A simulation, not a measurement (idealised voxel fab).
process module | voxel transistor to metal
cross-section cut | 140 nm wide | cells 5 nm
A cross-section is a grid of square cells, given in bands from the top down. A band is one or more rows of cells.
Each band's line starts with the height of the band's top and of its bottom, in nm. Then come its materials from left to right, each with its width in nm. One material with "throughout" fills the band from edge to edge. "air" is empty space.
Height 0 is the level under which the wafer as received is all one material. The lowest band goes on downwards, as in "0 down".
A width such as "30 to 40" changes by the same amount from each row of cells to the next, from the band's top row to its bottom row.
"no change" after a step means that no cell of the cross-section changed.
closed voids: empty space of 8 cells or more with no open way to the top, each as width x height at its distance from the left edge, in nm
after a step's settings: what the simulator itself notes on the step
overlay nm, on a step with a mask: how far to the right of its planned place the mask lay; to the left if negative
plan
1 op RECEIVE | material Si
2 op OXIDIZE | depth nm 5
3 op CONFORMAL_DEP | material SiN | thk nm 15
4 op DIRECTIONAL_DEP | material aC | thk nm 15
5 op PATTERN | tone cover | mask id ACTIVE | material resist | width nm 105 | thk nm 30 | overlay nm 0
6 op DIRECTIONAL_ETCH | etch materials aC | depth nm 15
7 op STRIP | etch materials resist
8 op DIRECTIONAL_ETCH | etch materials SiN | depth nm 15
9 op DIRECTIONAL_ETCH | etch materials SiO2 | depth nm 5
10 op DIRECTIONAL_ETCH | etch materials Si | depth nm 20
11 op STRIP | etch materials aC
12 op OXIDIZE | depth nm 5
13 op FILL_DEP | material SiO2 | thk nm 5
14 op CMP | height nm 15
15 op SELECTIVE_ETCH | etch materials SiO2 | depth nm 10
16 op STRIP | etch materials SiN
17 op SELECTIVE_ETCH | etch materials SiO2 | depth nm 5
18 op OXIDIZE | depth nm 5
19 op DIRECTIONAL_DEP | material polySi | thk nm 30
20 op DIRECTIONAL_DEP | material SiCN | thk nm 15
21 op PATTERN | tone cover | mask id GATE | material resist | width nm 25 | thk nm 20 | overlay nm 0
22 op DIRECTIONAL_ETCH | etch materials SiCN | depth nm 25
23 op DIRECTIONAL_ETCH | etch materials polySi | depth nm 40
24 op STRIP | etch materials resist
25 op CONFORMAL_DEP | material SiN | thk nm 5
26 op DIRECTIONAL_ETCH | etch materials SiN | depth nm 5
27 op DIRECTIONAL_ETCH | etch materials SiO2 | depth nm 5
28 op DIRECTIONAL_ETCH | etch materials Si | depth nm 15
29 op EPI | material nSi | thk nm 15
30 op FILL_DEP | material SiO2 | thk nm 5
31 op CMP | height nm 40
32 op DIRECTIONAL_DEP | material SiO2 | thk nm 10
33 op MASKED_ETCH | tone open | mask id CONTACT | width nm 20 | pitch nm 75 | etch materials SiO2 | depth nm 60 | overlay nm 0
34 op CONFORMAL_DEP | material TiN | thk nm 5
35 op FILL_DEP | material Ru | thk nm 5
36 op CMP | height nm 50
37 op DIRECTIONAL_DEP | material TiN | thk nm 5
38 op DIRECTIONAL_DEP | material Ru | thk nm 20
39 op DIRECTIONAL_DEP | material aC | thk nm 15
40 op PATTERN | tone cover | mask id METAL_1 | material resist | width nm 20 | pitch nm 75 | thk nm 35 | overlay nm 0
41 op DIRECTIONAL_ETCH | etch materials aC | depth nm 15
42 op STRIP | etch materials resist
43 op DIRECTIONAL_ETCH | etch materials Ru | depth nm 20
44 op DIRECTIONAL_ETCH | etch materials TiN | depth nm 5
45 op STRIP | etch materials aC
46 op CONFORMAL_DEP | material SiCN | thk nm 5
47 op FILL_DEP | material lowk | thk nm 10
48 op CMP | height nm 75
49 op CONFORMAL_DEP | material SiN | thk nm 5
first wafer, as planned
as received, after step 1
  0 down: Si throughout
  closed voids: none
after step 2
  0 to -5: SiO2 throughout
  below -5: unchanged
after step 3
  15 to 0: SiN throughout
  below 0: unchanged
after step 4
  30 to 15: aC throughout
  below 15: unchanged
after step 5
  60 to 30: air 15 | resist 105 | air 20
  below 30: unchanged
after step 6
  45 to 30: air 15 | resist 105 | air 20
  30 to 15: air 15 | aC 105 | air 20
  below 15: unchanged
after step 7
  30 to 15: air 15 | aC 105 | air 20
  below 15: unchanged
after step 8
  30 to 15: air 15 | aC 105 | air 20
  15 to 0: air 15 | SiN 105 | air 20
  below 0: unchanged
after step 9
  30 to 15: air 15 | aC 105 | air 20
  15 to 0: air 15 | SiN 105 | air 20
  0 to -5: air 15 | SiO2 105 | air 20
  below -5: unchanged
after step 10
  30 to 15: air 15 | aC 105 | air 20
  15 to 0: air 15 | SiN 105 | air 20
  0 to -5: air 15 | SiO2 105 | air 20
  -5 to -25: air 15 | Si 105 | air 20
  below -25: unchanged
after step 11
  15 to 0: air 15 | SiN 105 | air 20
  below 0: unchanged
after step 12
  15 to 0: air 15 | SiN 105 | air 20
  0 to -5: air 15 | SiO2 105 | air 20
  -5 to -25: air 15 | SiO2 5 | Si 95 | SiO2 5 | air 20
  -25 to -30: SiO2 20 | Si 95 | SiO2 25
  below -30: unchanged
after step 13
  20 to 15: SiO2 throughout
  15 to 0: SiO2 15 | SiN 105 | SiO2 20
  0 to -5: SiO2 throughout
  -5 to -30: SiO2 20 | Si 95 | SiO2 25
  below -30: unchanged
after step 14
  15 to 0: SiO2 15 | SiN 105 | SiO2 20
  below 0: unchanged
after step 15
  15 to 5: air 15 | SiN 105 | air 20
  below 5: unchanged
after step 16
  5 to 0: SiO2 15 | air 105 | SiO2 20
  below 0: unchanged
after step 17
  0 to -5: SiO2 10 | air 115 | SiO2 15
  below -5: unchanged
after step 18
  0 to -5: SiO2 10 | air 115 | SiO2 15
  -5 to -10: SiO2 throughout
  below -10: unchanged
after step 19
  30 to 25: polySi 10 | air 115 | polySi 15
  25 to 0: polySi throughout
  0 to -5: SiO2 10 | polySi 115 | SiO2 15
  below -5: unchanged
after step 20
  45 to 40: SiCN 10 | air 115 | SiCN 15
  40 to 30: SiCN throughout
  30 to 25: polySi 10 | SiCN 115 | polySi 15
  below 25: unchanged
after step 21
  65 to 45: air 55 | resist 25 | air 60
  45 to 40: SiCN 10 | air 45 | resist 25 | air 45 | SiCN 15
  below 40: unchanged
after step 22
  65 to 40: air 55 | resist 25 | air 60
  40 to 30: air 55 | SiCN 25 | air 60
  30 to 25: polySi 10 | air 45 | SiCN 25 | air 45 | polySi 15
  below 25: unchanged
after step 23
  65 to 40: air 55 | resist 25 | air 60
  40 to 25: air 55 | SiCN 25 | air 60
  25 to 0: air 55 | polySi 25 | air 60
  0 to -5: SiO2 10 | air 45 | polySi 25 | air 45 | SiO2 15
  below -5: unchanged
after step 24
  40 to 25: air 55 | SiCN 25 | air 60
  below 25: unchanged
after step 25
  45 to 40: air 50 | SiN 35 | air 55
  40 to 25: air 50 | SiN 5 | SiCN 25 | SiN 5 | air 55
  25 to 5: air 50 | SiN 5 | polySi 25 | SiN 5 | air 55
  5 to 0: SiN 15 | air 35 | SiN 5 | polySi 25 | SiN 5 | air 35 | SiN 20
  0 to -5: SiO2 10 | SiN 45 | polySi 25 | SiN 45 | SiO2 15
  below -5: unchanged
after step 26
  40 to 25: air 50 | SiN 5 | SiCN 25 | SiN 5 | air 55
  25 to 0: air 50 | SiN 5 | polySi 25 | SiN 5 | air 55
  0 to -5: SiO2 10 | SiN 5 | air 35 | SiN 5 | polySi 25 | SiN 5 | air 35 | SiN 5 | SiO2 15
  below -5: unchanged
after step 27
  40 to 25: air 50 | SiN 5 | SiCN 25 | SiN 5 | air 55
  25 to 0: air 50 | SiN 5 | polySi 25 | SiN 5 | air 55
  0 to -5: air 10 | SiN 5 | air 35 | SiN 5 | polySi 25 | SiN 5 | air 35 | SiN 5 | air 15
  -5 to -10: SiO2 15 | air 35 | SiO2 35 | air 35 | SiO2 20
  below -10: unchanged
after step 28
  40 to 25: air 50 | SiN 5 | SiCN 25 | SiN 5 | air 55
  25 to 0: air 50 | SiN 5 | polySi 25 | SiN 5 | air 55
  0 to -5: air 10 | SiN 5 | air 35 | SiN 5 | polySi 25 | SiN 5 | air 35 | SiN 5 | air 15
  -5 to -10: SiO2 15 | air 35 | SiO2 35 | air 35 | SiO2 20
  -10 to -25: SiO2 20 | air 30 | Si 35 | air 30 | SiO2 25
  below -25: unchanged
after step 29
  40 to 25: air 50 | SiN 5 | SiCN 25 | SiN 5 | air 55
  25 to 5: air 50 | SiN 5 | polySi 25 | SiN 5 | air 55
  5 to 0: air 35 | nSi 15 | SiN 5 | polySi 25 | SiN 5 | nSi 15 | air 40
  0 to -5: air 10 | SiN 5 | air 20 | nSi 15 | SiN 5 | polySi 25 | SiN 5 | nSi 15 | air 20 | SiN 5 | air 15
  -5 to -10: SiO2 15 | air 20 | nSi 15 | SiO2 35 | nSi 15 | air 20 | SiO2 20
  -10 to -25: SiO2 20 | nSi 30 | Si 35 | nSi 30 | SiO2 25
  below -25: unchanged
after step 30
  45 to 40: SiO2 throughout
  40 to 25: SiO2 50 | SiN 5 | SiCN 25 | SiN 5 | SiO2 55
  25 to 5: SiO2 50 | SiN 5 | polySi 25 | SiN 5 | SiO2 55
  5 to 0: SiO2 35 | nSi 15 | SiN 5 | polySi 25 | SiN 5 | nSi 15 | SiO2 40
  0 to -5: SiO2 10 | SiN 5 | SiO2 20 | nSi 15 | SiN 5 | polySi 25 | SiN 5 | nSi 15 | SiO2 20 | SiN 5 | SiO2 15
  -5 to -10: SiO2 35 | nSi 15 | SiO2 35 | nSi 15 | SiO2 40
  below -10: unchanged
after step 31
  40 to 25: SiO2 50 | SiN 5 | SiCN 25 | SiN 5 | SiO2 55
  below 25: unchanged
after step 32
  50 to 40: SiO2 throughout
  below 40: unchanged
after step 33
  50 to 40: SiO2 20 | air 20 | SiO2 55 | air 20 | SiO2 25
  40 to 25: SiO2 20 | air 20 | SiO2 10 | SiN 5 | SiCN 25 | SiN 5 | SiO2 10 | air 20 | SiO2 25
  25 to 5: SiO2 20 | air 20 | SiO2 10 | SiN 5 | polySi 25 | SiN 5 | SiO2 10 | air 20 | SiO2 25
  5 to 0: SiO2 20 | air 15 | nSi 15 | SiN 5 | polySi 25 | SiN 5 | nSi 15 | air 15 | SiO2 25
  0 to -5: SiO2 10 | SiN 5 | SiO2 5 | air 15 | nSi 15 | SiN 5 | polySi 25 | SiN 5 | nSi 15 | air 15 | SiO2 5 | SiN 5 | SiO2 15
  -5 to -10: SiO2 20 | air 15 | nSi 15 | SiO2 35 | nSi 15 | air 15 | SiO2 25
  below -10: unchanged
after step 34
  55 to 50: TiN 25 | air 10 | TiN 65 | air 10 | TiN 30
  50 to 40: SiO2 20 | TiN 5 | air 10 | TiN 5 | SiO2 55 | TiN 5 | air 10 | TiN 5 | SiO2 25
  40 to 25: SiO2 20 | TiN 5 | air 10 | TiN 5 | SiO2 10 | SiN 5 | SiCN 25 | SiN 5 | SiO2 10 | TiN 5 | air 10 | TiN 5 | SiO2 25
  25 to 10: SiO2 20 | TiN 5 | air 10 | TiN 5 | SiO2 10 | SiN 5 | polySi 25 | SiN 5 | SiO2 10 | TiN 5 | air 10 | TiN 5 | SiO2 25
  10 to 5: SiO2 20 | TiN 5 | air 5 | TiN 10 | SiO2 10 | SiN 5 | polySi 25 | SiN 5 | SiO2 10 | TiN 10 | air 5 | TiN 5 | SiO2 25
  5 to 0: SiO2 20 | TiN 5 | air 5 | TiN 5 | nSi 15 | SiN 5 | polySi 25 | SiN 5 | nSi 15 | TiN 5 | air 5 | TiN 5 | SiO2 25
  0 to -5: SiO2 10 | SiN 5 | SiO2 5 | TiN 5 | air 5 | TiN 5 | nSi 15 | SiN 5 | polySi 25 | SiN 5 | nSi 15 | TiN 5 | air 5 | TiN 5 | SiO2 5 | SiN 5 | SiO2 15
  -5 to -10: SiO2 20 | TiN 15 | nSi 15 | SiO2 35 | nSi 15 | TiN 15 | SiO2 25
  below -10: unchanged
after step 35
  60 to 55: Ru throughout
  55 to 50: TiN 25 | Ru 10 | TiN 65 | Ru 10 | TiN 30
  50 to 40: SiO2 20 | TiN 5 | Ru 10 | TiN 5 | SiO2 55 | TiN 5 | Ru 10 | TiN 5 | SiO2 25
  40 to 25: SiO2 20 | TiN 5 | Ru 10 | TiN 5 | SiO2 10 | SiN 5 | SiCN 25 | SiN 5 | SiO2 10 | TiN 5 | Ru 10 | TiN 5 | SiO2 25
  25 to 10: SiO2 20 | TiN 5 | Ru 10 | TiN 5 | SiO2 10 | SiN 5 | polySi 25 | SiN 5 | SiO2 10 | TiN 5 | Ru 10 | TiN 5 | SiO2 25
  10 to 5: SiO2 20 | TiN 5 | Ru 5 | TiN 10 | SiO2 10 | SiN 5 | polySi 25 | SiN 5 | SiO2 10 | TiN 10 | Ru 5 | TiN 5 | SiO2 25
  5 to 0: SiO2 20 | TiN 5 | Ru 5 | TiN 5 | nSi 15 | SiN 5 | polySi 25 | SiN 5 | nSi 15 | TiN 5 | Ru 5 | TiN 5 | SiO2 25
  0 to -5: SiO2 10 | SiN 5 | SiO2 5 | TiN 5 | Ru 5 | TiN 5 | nSi 15 | SiN 5 | polySi 25 | SiN 5 | nSi 15 | TiN 5 | Ru 5 | TiN 5 | SiO2 5 | SiN 5 | SiO2 15
  below -5: unchanged
after step 36
  50 to 40: SiO2 20 | TiN 5 | Ru 10 | TiN 5 | SiO2 55 | TiN 5 | Ru 10 | TiN 5 | SiO2 25
  below 40: unchanged
after step 37
  55 to 50: TiN throughout
  below 50: unchanged
after step 38
  75 to 55: Ru throughout
  below 55: unchanged
after step 39
  90 to 75: aC throughout
  below 75: unchanged
after step 40
  125 to 90: air 20 | resist 20 | air 55 | resist 20 | air 25
  below 90: unchanged
after step 41
  110 to 90: air 20 | resist 20 | air 55 | resist 20 | air 25
  90 to 75: air 20 | aC 20 | air 55 | aC 20 | air 25
  below 75: unchanged
after step 42
  90 to 75: air 20 | aC 20 | air 55 | aC 20 | air 25
  below 75: unchanged
after step 43
  90 to 75: air 20 | aC 20 | air 55 | aC 20 | air 25
  75 to 55: air 20 | Ru 20 | air 55 | Ru 20 | air 25
  below 55: unchanged
after step 44
  90 to 75: air 20 | aC 20 | air 55 | aC 20 | air 25
  75 to 55: air 20 | Ru 20 | air 55 | Ru 20 | air 25
  55 to 50: air 20 | TiN 20 | air 55 | TiN 20 | air 25
  below 50: unchanged
after step 45
  75 to 55: air 20 | Ru 20 | air 55 | Ru 20 | air 25
  below 55: unchanged
after step 46
  80 to 75: air 15 | SiCN 30 | air 45 | SiCN 30 | air 20
  75 to 55: air 15 | SiCN 5 | Ru 20 | SiCN 5 | air 45 | SiCN 5 | Ru 20 | SiCN 5 | air 20
  55 to 50: SiCN 20 | TiN 20 | SiCN 55 | TiN 20 | SiCN 25
  below 50: unchanged
after step 47
  90 to 80: lowk throughout
  80 to 75: lowk 15 | SiCN 30 | lowk 45 | SiCN 30 | lowk 20
  75 to 55: lowk 15 | SiCN 5 | Ru 20 | SiCN 5 | lowk 45 | SiCN 5 | Ru 20 | SiCN 5 | lowk 20
  below 55: unchanged
after step 48
  75 to 55: lowk 15 | SiCN 5 | Ru 20 | SiCN 5 | lowk 45 | SiCN 5 | Ru 20 | SiCN 5 | lowk 20
  below 55: unchanged
after step 49
  80 to 75: SiN throughout
  below 75: unchanged
second wafer: like start, like plan, one mistake. Through step 20 it matches the first wafer
when step 21 should have ended
  65 to 45: air 60 | resist 15 | air 65
  45 to 40: SiCN 10 | air 50 | resist 15 | air 50 | SiCN 15
  below 40: unchanged
when step 22 should have ended
  65 to 40: air 60 | resist 15 | air 65
  40 to 30: air 60 | SiCN 15 | air 65
  30 to 25: polySi 10 | air 50 | SiCN 15 | air 50 | polySi 15
  below 25: unchanged
when step 23 should have ended
  65 to 40: air 60 | resist 15 | air 65
  40 to 25: air 60 | SiCN 15 | air 65
  25 to 0: air 60 | polySi 15 | air 65
  0 to -5: SiO2 10 | air 50 | polySi 15 | air 50 | SiO2 15
  below -5: unchanged
when step 24 should have ended
  40 to 25: air 60 | SiCN 15 | air 65
  below 25: unchanged
when step 25 should have ended
  45 to 40: air 55 | SiN 25 | air 60
  40 to 25: air 55 | SiN 5 | SiCN 15 | SiN 5 | air 60
  25 to 5: air 55 | SiN 5 | polySi 15 | SiN 5 | air 60
  5 to 0: SiN 15 | air 40 | SiN 5 | polySi 15 | SiN 5 | air 40 | SiN 20
  0 to -5: SiO2 10 | SiN 50 | polySi 15 | SiN 50 | SiO2 15
  below -5: unchanged
when step 26 should have ended
  40 to 25: air 55 | SiN 5 | SiCN 15 | SiN 5 | air 60
  25 to 0: air 55 | SiN 5 | polySi 15 | SiN 5 | air 60
  0 to -5: SiO2 10 | SiN 5 | air 40 | SiN 5 | polySi 15 | SiN 5 | air 40 | SiN 5 | SiO2 15
  below -5: unchanged
when step 27 should have ended
  40 to 25: air 55 | SiN 5 | SiCN 15 | SiN 5 | air 60
  25 to 0: air 55 | SiN 5 | polySi 15 | SiN 5 | air 60
  0 to -5: air 10 | SiN 5 | air 40 | SiN 5 | polySi 15 | SiN 5 | air 40 | SiN 5 | air 15
  -5 to -10: SiO2 15 | air 40 | SiO2 25 | air 40 | SiO2 20
  below -10: unchanged
when step 28 should have ended
  40 to 25: air 55 | SiN 5 | SiCN 15 | SiN 5 | air 60
  25 to 0: air 55 | SiN 5 | polySi 15 | SiN 5 | air 60
  0 to -5: air 10 | SiN 5 | air 40 | SiN 5 | polySi 15 | SiN 5 | air 40 | SiN 5 | air 15
  -5 to -10: SiO2 15 | air 40 | SiO2 25 | air 40 | SiO2 20
  -10 to -25: SiO2 20 | air 35 | Si 25 | air 35 | SiO2 25
  below -25: unchanged
when step 29 should have ended
  40 to 25: air 55 | SiN 5 | SiCN 15 | SiN 5 | air 60
  25 to 5: air 55 | SiN 5 | polySi 15 | SiN 5 | air 60
  5 to 0: air 40 | nSi 15 | SiN 5 | polySi 15 | SiN 5 | nSi 15 | air 45
  0 to -5: air 10 | SiN 5 | air 25 | nSi 15 | SiN 5 | polySi 15 | SiN 5 | nSi 15 | air 25 | SiN 5 | air 15
  -5 to -10: SiO2 15 | air 25 | nSi 15 | SiO2 25 | nSi 15 | air 25 | SiO2 20
  -10 to -25: SiO2 20 | nSi 35 | Si 25 | nSi 35 | SiO2 25
  below -25: unchanged
when step 30 should have ended
  45 to 40: SiO2 throughout
  40 to 25: SiO2 55 | SiN 5 | SiCN 15 | SiN 5 | SiO2 60
  25 to 5: SiO2 55 | SiN 5 | polySi 15 | SiN 5 | SiO2 60
  5 to 0: SiO2 40 | nSi 15 | SiN 5 | polySi 15 | SiN 5 | nSi 15 | SiO2 45
  0 to -5: SiO2 10 | SiN 5 | SiO2 25 | nSi 15 | SiN 5 | polySi 15 | SiN 5 | nSi 15 | SiO2 25 | SiN 5 | SiO2 15
  -5 to -10: SiO2 40 | nSi 15 | SiO2 25 | nSi 15 | SiO2 45
  below -10: unchanged
when step 31 should have ended
  40 to 25: SiO2 55 | SiN 5 | SiCN 15 | SiN 5 | SiO2 60
  below 25: unchanged
when step 32 should have ended
  50 to 40: SiO2 throughout
  below 40: unchanged
when step 33 should have ended
  50 to 40: SiO2 20 | air 20 | SiO2 55 | air 20 | SiO2 25
  40 to 25: SiO2 20 | air 20 | SiO2 15 | SiN 5 | SiCN 15 | SiN 5 | SiO2 15 | air 20 | SiO2 25
  25 to 5: SiO2 20 | air 20 | SiO2 15 | SiN 5 | polySi 15 | SiN 5 | SiO2 15 | air 20 | SiO2 25
  5 to 0: SiO2 20 | air 20 | nSi 15 | SiN 5 | polySi 15 | SiN 5 | nSi 15 | air 20 | SiO2 25
  0 to -5: SiO2 10 | SiN 5 | SiO2 5 | air 20 | nSi 15 | SiN 5 | polySi 15 | SiN 5 | nSi 15 | air 20 | SiO2 5 | SiN 5 | SiO2 15
  -5 to -10: SiO2 20 | air 20 | nSi 15 | SiO2 25 | nSi 15 | air 20 | SiO2 25
  below -10: unchanged
when step 34 should have ended
  55 to 50: TiN 25 | air 10 | TiN 65 | air 10 | TiN 30
  50 to 40: SiO2 20 | TiN 5 | air 10 | TiN 5 | SiO2 55 | TiN 5 | air 10 | TiN 5 | SiO2 25
  40 to 25: SiO2 20 | TiN 5 | air 10 | TiN 5 | SiO2 15 | SiN 5 | SiCN 15 | SiN 5 | SiO2 15 | TiN 5 | air 10 | TiN 5 | SiO2 25
  25 to 5: SiO2 20 | TiN 5 | air 10 | TiN 5 | SiO2 15 | SiN 5 | polySi 15 | SiN 5 | SiO2 15 | TiN 5 | air 10 | TiN 5 | SiO2 25
  5 to 0: SiO2 20 | TiN 5 | air 10 | TiN 5 | nSi 15 | SiN 5 | polySi 15 | SiN 5 | nSi 15 | TiN 5 | air 10 | TiN 5 | SiO2 25
  0 to -5: SiO2 10 | SiN 5 | SiO2 5 | TiN 5 | air 10 | TiN 5 | nSi 15 | SiN 5 | polySi 15 | SiN 5 | nSi 15 | TiN 5 | air 10 | TiN 5 | SiO2 5 | SiN 5 | SiO2 15
  -5 to -10: SiO2 20 | TiN 20 | nSi 15 | SiO2 25 | nSi 15 | TiN 20 | SiO2 25
  below -10: unchanged
when step 35 should have ended
  60 to 55: Ru throughout
  55 to 50: TiN 25 | Ru 10 | TiN 65 | Ru 10 | TiN 30
  50 to 40: SiO2 20 | TiN 5 | Ru 10 | TiN 5 | SiO2 55 | TiN 5 | Ru 10 | TiN 5 | SiO2 25
  40 to 25: SiO2 20 | TiN 5 | Ru 10 | TiN 5 | SiO2 15 | SiN 5 | SiCN 15 | SiN 5 | SiO2 15 | TiN 5 | Ru 10 | TiN 5 | SiO2 25
  25 to 5: SiO2 20 | TiN 5 | Ru 10 | TiN 5 | SiO2 15 | SiN 5 | polySi 15 | SiN 5 | SiO2 15 | TiN 5 | Ru 10 | TiN 5 | SiO2 25
  5 to 0: SiO2 20 | TiN 5 | Ru 10 | TiN 5 | nSi 15 | SiN 5 | polySi 15 | SiN 5 | nSi 15 | TiN 5 | Ru 10 | TiN 5 | SiO2 25
  0 to -5: SiO2 10 | SiN 5 | SiO2 5 | TiN 5 | Ru 10 | TiN 5 | nSi 15 | SiN 5 | polySi 15 | SiN 5 | nSi 15 | TiN 5 | Ru 10 | TiN 5 | SiO2 5 | SiN 5 | SiO2 15
  below -5: unchanged
when step 36 should have ended
  50 to 40: SiO2 20 | TiN 5 | Ru 10 | TiN 5 | SiO2 55 | TiN 5 | Ru 10 | TiN 5 | SiO2 25
  below 40: unchanged
when step 37 should have ended
  55 to 50: TiN throughout
  below 50: unchanged
when step 38 should have ended
  75 to 55: Ru throughout
  below 55: unchanged
when step 39 should have ended
  90 to 75: aC throughout
  below 75: unchanged
when step 40 should have ended
  125 to 90: air 20 | resist 20 | air 55 | resist 20 | air 25
  below 90: unchanged
when step 41 should have ended
  110 to 90: air 20 | resist 20 | air 55 | resist 20 | air 25
  90 to 75: air 20 | aC 20 | air 55 | aC 20 | air 25
  below 75: unchanged
when step 42 should have ended
  90 to 75: air 20 | aC 20 | air 55 | aC 20 | air 25
  below 75: unchanged
when step 43 should have ended
  90 to 75: air 20 | aC 20 | air 55 | aC 20 | air 25
  75 to 55: air 20 | Ru 20 | air 55 | Ru 20 | air 25
  below 55: unchanged
when step 44 should have ended
  90 to 75: air 20 | aC 20 | air 55 | aC 20 | air 25
  75 to 55: air 20 | Ru 20 | air 55 | Ru 20 | air 25
  55 to 50: air 20 | TiN 20 | air 55 | TiN 20 | air 25
  below 50: unchanged
when step 45 should have ended
  75 to 55: air 20 | Ru 20 | air 55 | Ru 20 | air 25
  below 55: unchanged
when step 46 should have ended
  80 to 75: air 15 | SiCN 30 | air 45 | SiCN 30 | air 20
  75 to 55: air 15 | SiCN 5 | Ru 20 | SiCN 5 | air 45 | SiCN 5 | Ru 20 | SiCN 5 | air 20
  55 to 50: SiCN 20 | TiN 20 | SiCN 55 | TiN 20 | SiCN 25
  below 50: unchanged
when step 47 should have ended
  90 to 80: lowk throughout
  80 to 75: lowk 15 | SiCN 30 | lowk 45 | SiCN 30 | lowk 20
  75 to 55: lowk 15 | SiCN 5 | Ru 20 | SiCN 5 | lowk 45 | SiCN 5 | Ru 20 | SiCN 5 | lowk 20
  below 55: unchanged
when step 48 should have ended
  75 to 55: lowk 15 | SiCN 5 | Ru 20 | SiCN 5 | lowk 45 | SiCN 5 | Ru 20 | SiCN 5 | lowk 20
  below 55: unchanged
when step 49 should have ended
  80 to 75: SiN throughout
  below 75: unchanged
what went wrong: step 21 ran as: op PATTERN | tone cover | mask id GATE | material resist | width nm 15 | thk nm 20 | overlay nm 0
at the end the second wafer has, in cells: 6 more of Ru | 6 fewer of Si | 6 fewer of SiCN | 12 more of SiO2 | 6 more of nSi | 12 fewer of polySi
